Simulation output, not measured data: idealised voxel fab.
Process module heading - voxel capacitor over wiring
This is section cut - it's 275 nm across, gridded in 5 nm square cells.
Cross-section format: a grid of square cells, given as bands from top to bottom; each band is one or more rows of cells.
Heights first: top, then bottom, in nm. Then materials, left to right, each with a width in nm. "everywhere" on a single material: fills the band edge to edge. "blank": empty space.
Counting heights begins at 0, where everything beneath is, in the wafer as received, one material. The lowest band has no bottom; it goes on downwards, as "0 nm and below" shows.
Think of "30..40" as a width that walks from the first number to the second as you go down the band, top row to bottom row, taking equal-sized steps from row to row.
Reading "nothing was modified" for a step: not a cell of the cross-section changed in it.
Each empty space that has no open way to the top and spans at least 8 cells appears under "Enclosed void listing" as width x height at distance, the distance counted from the left edge, all in nm.
Text after the settings on a step's line: the simulator's own remark on that step.
What "overlay nm" on a step's line means: if the step has a mask, that mask lay this far to the right of its planned place, or, when the value is negative, to the left.

Steps in the process plan
- 1: RECEIVE with material Si
- 2: CONFORMAL_DEP with material SiO2, thk nm 10
- 3: DIRECTIONAL_DEP with material TiN, thk nm 5
- 4: DIRECTIONAL_DEP with material W, thk nm 15
- 5: DIRECTIONAL_DEP with material aC, thk nm 15
- 6: PATTERN with tone cover, mask id METAL_1, material resist, width nm 25, pitch nm 80, thk nm 35, overlay nm 0
- 7: DIRECTIONAL_ETCH with etch materials aC, depth nm 15
- 8: STRIP with etch materials resist
- 9: DIRECTIONAL_ETCH with etch materials W, depth nm 15
- 10: DIRECTIONAL_ETCH with etch materials TiN, depth nm 5
- 11: STRIP with etch materials aC
- 12: CONFORMAL_DEP with material SiCN, thk nm 5
- 13: FILL_DEP with material SiO2, thk nm 10
- 14: CMP with height nm 30
- 15: CONFORMAL_DEP with material SiCN, thk nm 5
- 16: DIRECTIONAL_DEP with material SiO2, thk nm 10
- 17: MASKED_ETCH with tone open, mask id PLUG_1, width nm 15, etch materials SiO2, depth nm 10, overlay nm 0
- 18: MASKED_ETCH with tone open, mask id PLUG_1, width nm 15, etch materials SiCN, depth nm 5, overlay nm 0
- 19: EPI with material Ru, thk nm 10
- 20: EPI with material Ru, thk nm 5
- 21: DIRECTIONAL_DEP with material TiN, thk nm 10
- 22: DIRECTIONAL_DEP with material HfO2, thk nm 5
- 23: DIRECTIONAL_DEP with material TiN, thk nm 5
- 24: DIRECTIONAL_DEP with material aC, thk nm 15
- 25: PATTERN with tone cover, mask id UPPER_PLATE, material resist, width nm 60, thk nm 30, overlay nm 0
- 26: DIRECTIONAL_ETCH with etch materials aC, depth nm 15
- 27: STRIP with etch materials resist
- 28: DIRECTIONAL_ETCH with etch materials TiN, depth nm 5
- 29: DIRECTIONAL_ETCH with etch materials HfO2, depth nm 5
- 30: STRIP with etch materials aC
- 31: MASKED_ETCH with tone cover, mask id LOWER_PLATE, width nm 70, etch materials TiN, depth nm 10, overlay nm 0
- 32: FILL_DEP with material SiO2, thk nm 20
- 33: CMP with height nm 80
- 34: DIRECTIONAL_DEP with material aC, thk nm 10
- 35: PATTERN with tone open, mask id PLUG_2, material resist, width nm 15, thk nm 30, overlay nm 0
- 36: DIRECTIONAL_ETCH with etch materials aC, depth nm 10
- 37: STRIP with etch materials resist
- 38: DIRECTIONAL_ETCH with etch materials SiO2, depth nm 15
- 39: STRIP with etch materials aC
- 40: CONFORMAL_DEP with material TiN, thk nm 5
- 41: FILL_DEP with material W, thk nm 5
- 42: CMP with height nm 80
- 43: CONFORMAL_DEP with material SiCN, thk nm 5

As-received state of the wafer in cross-section, equivalent to post-step 1
  0 nm and below | Si everywhere
  Enclosed void listing: none

Cross-sectional view of the first of the two wafers upon completion of the module, processed in accordance with the plan
  85 nm to 80 nm | SiCN everywhere
  80 nm to 70 nm | 105 SiO2 / 5 TiN / 5 W / 5 TiN / 155 SiO2
  70 nm to 60 nm | 105..95 SiO2 / 15..60 TiN / 155..120 SiO2
  60 nm to 55 nm | 95 SiO2 / 60 HfO2 / 120 SiO2
  55 nm to 45 nm | 90 SiO2 / 70 TiN / 115 SiO2
  45 nm to 35 nm | 95 SiO2 / 15 Ru / 165 SiO2
  35 nm to 30 nm | 95 SiCN / 15 Ru / 165 SiCN
  30 nm to 15 nm | 80 SiO2 / 5 SiCN / 25 W / 5 SiCN / 45 SiO2 / 5 SiCN / 25 W / 5 SiCN / 80 SiO2
  15 nm to 10 nm | 85 SiCN / 25 TiN / 55 SiCN / 25 TiN / 85 SiCN
  10 nm to 0 nm | SiO2 everywhere
  0 nm and below | Si everywhere
  Enclosed void listing: none

This cross-section belongs to the second wafer of two at the end of the module; the start and the plan were shared with the first, and the run included one mistake
  85 nm to 80 nm | SiCN everywhere
  80 nm to 75 nm | 105 SiO2 / 50 TiN / 120 SiO2
  75 nm to 70 nm | 105 SiO2 / 5 TiN / 45 HfO2 / 120 SiO2
  70 nm to 65 nm | 90 SiO2 / 5 TiN / 10 SiO2 / 55 TiN / 115 SiO2
  65 nm to 60 nm | 90 SiO2 / 70 TiN / 115 SiO2
  60 nm to 55 nm | 95 SiO2 / 15 HfO2 / 165 SiO2
  55 nm to 50 nm | 95 SiO2 / 15 TiN / 165 SiO2
  50 nm to 45 nm | 95 SiCN / 15 TiN / 165 SiCN
  45 nm to 35 nm | SiO2 everywhere
  35 nm to 30 nm | 80 SiO2 / 35 SiCN / 45 SiO2 / 35 SiCN / 80 SiO2
  30 nm to 15 nm | 80 SiO2 / 5 SiCN / 25 W / 5 SiCN / 45 SiO2 / 5 SiCN / 25 W / 5 SiCN / 80 SiO2
  15 nm to 10 nm | 85 SiCN / 25 TiN / 55 SiCN / 25 TiN / 85 SiCN
  10 nm to 0 nm | SiO2 everywhere
  0 nm and below | Si everywhere
  Enclosed void listing: none
Error vs. plan: step 14 of the plan: omitted, not performed
Looking at both finished wafers in cells, the second ends up ahead of or behind the first on some materials: 9 fewer of Ru; 14 more of SiCN; 1 more of SiO2; 4 fewer of TiN; 2 fewer of W
